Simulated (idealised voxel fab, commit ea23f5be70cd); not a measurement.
This section sets out a process module, namely voxel ribs on slabs.
This is section cut - it's 185 nm across, gridded in 5 nm square cells.
Think of the cross-section as a grid of square cells. We describe it in bands, top to bottom, and each band covers one or more rows of those cells.
A band entry consists of two parts. The first gives the height of the band's top and the height of its bottom, in nm. The rest lists the band's materials from left to right, each with its width in nm. A single material labelled with the word "throughout" fills the band from edge to edge, and the word "empty" marks empty space.
All heights in this document are referenced to 0, defined as the level beneath which the wafer, as received, consists entirely of one material. The lowest band is not bounded below; it extends indefinitely downward and is written in the form "0 down".
The expression "30->40" gives the width at the extremes of the band, the first number at its top row of cells and the second at its bottom row, with the width changing by equal amounts from each row to the next in between.
For the purposes of this document, the phrase "everything unchanged" attached to a step denotes that no cell within the cross-section was modified by that step.
For the entry "Voids, enclosed", the listed items are empty spaces with no open way to the top whose size is 8 cells or more; each item follows the pattern width x height at distance, where distance is from the left edge and all three are in nm.
Heads up: the bit after the settings on a step's line is the simulator's remark on that step.
"overlay nm", when on a step's line for a step with a mask, measures how far to the right of its planned place the mask lay; a negative measure means to the left.

-- Planned step list for the process
- 1: RECEIVE, material Si
- 2: DIRECTIONAL_DEP, material SiO2, thk nm 30
- 3: DIRECTIONAL_DEP, material polySi, thk nm 20
- 4: MASKED_ETCH, tone cover, mask id RIB, width nm 20, etch materials polySi, depth nm 5, overlay nm 0
- 5: DIRECTIONAL_DEP, material aC, thk nm 15
- 6: PATTERN, tone cover, mask id SLAB, material resist, width nm 50, thk nm 30, overlay nm 0
- 7: DIRECTIONAL_ETCH, etch materials aC, depth nm 15
- 8: STRIP, etch materials resist
- 9: DIRECTIONAL_ETCH, etch materials polySi, depth nm 15
- 10: STRIP, etch materials aC
- 11: FILL_DEP, material SiO2, thk nm 20
- 12: CMP, height nm 60
- 13: DIRECTIONAL_DEP, material W, thk nm 5
- 14: MASKED_ETCH, tone cover, mask id HEATER, width nm 30, etch materials W, depth nm 5, overlay nm 0
- 15: CONFORMAL_DEP, material SiO2, thk nm 5
What sets these wafers apart? The depth nm at step 4. They all start alike, and the plan carries the first wafer's value.

-- First wafer of several, as received: cross-section after step 1
- 0 down: Si throughout
- Voids, enclosed: none

-- Module finished, last step 15 done: cross-section of the first of several wafers
- 70 to 65: empty 70  SiO2 40  empty 75
- 65 to 60: SiO2 75  W 30  SiO2 80
- 60 to 50: SiO2 throughout
- 50 to 45: SiO2 80  polySi 20  SiO2 85
- 45 to 30: SiO2 65  polySi 50  SiO2 70
- 30 to 0: SiO2 throughout
- 0 down: Si throughout
- Voids, enclosed: none

-- A cross-section through the last wafer at the close of the module
- 70 to 65: empty 70  SiO2 40  empty 75
- 65 to 60: SiO2 75  W 30  SiO2 80
- 60 to 50: SiO2 throughout
- 50 to 30: SiO2 80  polySi 20  SiO2 85
- 30 to 0: SiO2 throughout
- 0 down: Si throughout
- Voids, enclosed: none

-- So in this table every wafer gets its own row, and what you see is where it stands at the end of the module: for each material, how many cells it picked up (+) or gave up (-) since we received it, and after that its closed voids
depth nm 5 | +449 SiO2 | +6 W | +34 polySi | Voids, enclosed: none
depth nm 10 | +455 SiO2 | +6 W | +28 polySi | Voids, enclosed: none
depth nm 15 | +461 SiO2 | +6 W | +22 polySi | Voids, enclosed: none
depth nm 20 | +467 SiO2 | +6 W | +16 polySi | Voids, enclosed: none
